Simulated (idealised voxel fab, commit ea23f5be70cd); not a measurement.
voxel trench capacitor: a process module
cross-section cut | 295 nm wide | cells 5 nm
In what follows, cross-sections appear as grids of square cells, described through bands that run from the top down, where every band is one or more rows of cells. Band entry format. Leading values: height of top, height of bottom, nm. Remainder: materials in left-to-right order, each with its width in nm. Special words: "all across" on a single material, which then fills the band edge to edge; "air", empty space. A quick word on heights: they are counted from 0, and under that level the wafer as it came to us is one material throughout. The lowest band is different from the rest in having no bottom; it simply continues downward, written as in "0..down". So if you see something like "30..40" for the width, read it as the top row of the band sitting at the first number and the bottom row at the second, with every row in between moving by the same amount as the last. "nothing changed" after a step means that no cell of the cross-section changed. In the "Closed internal voids" entry, you get each enclosed empty space of 8 cells or more, one with no open way to the top, written width x height at distance, distance from the left edge, in nm. Whatever follows a step's settings on its line is a remark the simulator itself makes about that step. overlay nm: on a step with a mask, how far right of its planned place the mask lay; negative means left.
**Process steps (planned)**
1: RECEIVE | material Si
2: CONFORMAL_DEP | material SiN | thk nm 5
3: PATTERN | tone open | mask id TRENCH | material resist | width nm 15 | pitch nm 35 | thk nm 20 | overlay nm 0
4: DIRECTIONAL_ETCH | etch materials SiN | depth nm 10
5: DIRECTIONAL_ETCH | etch materials Si | depth nm 25
6: STRIP | etch materials resist
7: CONFORMAL_DEP | material Al2O3 | thk nm 5
8: FILL_DEP | material polySi | thk nm 5
9: CMP | height nm 10
Don't read the plan's thk nm for step 2 as applying to every wafer: that's the first wafer's value, and the wafers differ in it, though they all start identical.
**First of several wafers, received after step 1, in cross-section**
0..down | Si all across
Closed internal voids: none
**Module finished, last step 9 done: cross-section of the first of several wafers**
10..5 | 110 of Al2O3, then 5 of polySi, then 30 of Al2O3, then 5 of polySi, then 30 of Al2O3, then 5 of polySi, then 110 of Al2O3
5..0 | 105 of SiN, then 5 of Al2O3, then 5 of polySi, then 5 of Al2O3, then 20 of SiN, then 5 of Al2O3, then 5 of polySi, then 5 of Al2O3, then 20 of SiN, then 5 of Al2O3, then 5 of polySi, then 5 of Al2O3, then 105 of SiN
0..-20 | 105 of Si, then 5 of Al2O3, then 5 of polySi, then 5 of Al2O3, then 20 of Si, then 5 of Al2O3, then 5 of polySi, then 5 of Al2O3, then 20 of Si, then 5 of Al2O3, then 5 of polySi, then 5 of Al2O3, then 105 of Si
-20..-25 | 105 of Si, then 15 of Al2O3, then 20 of Si, then 15 of Al2O3, then 20 of Si, then 15 of Al2O3, then 105 of Si
-25..down | Si all across
Closed internal voids: none
**The final wafer, sectioned at module end**
10..0 | SiN all across
0..down | Si all across
Closed internal voids: none
**Wafer rows, end of module: cells per material gained (+) or lost (-) since receipt; closed voids last**
thk nm 5; +95 Al2O3; -45 Si; +50 SiN; +18 polySi; Closed internal voids: none
thk nm 10; +45 Al2O3; -45 Si; +100 SiN; +18 polySi; Closed internal voids: none
thk nm 15; +9 Al2O3; +109 SiN; Closed internal voids: none
thk nm 20; +118 SiN; Closed internal voids: none
thk nm 25; +118 SiN; Closed internal voids: none
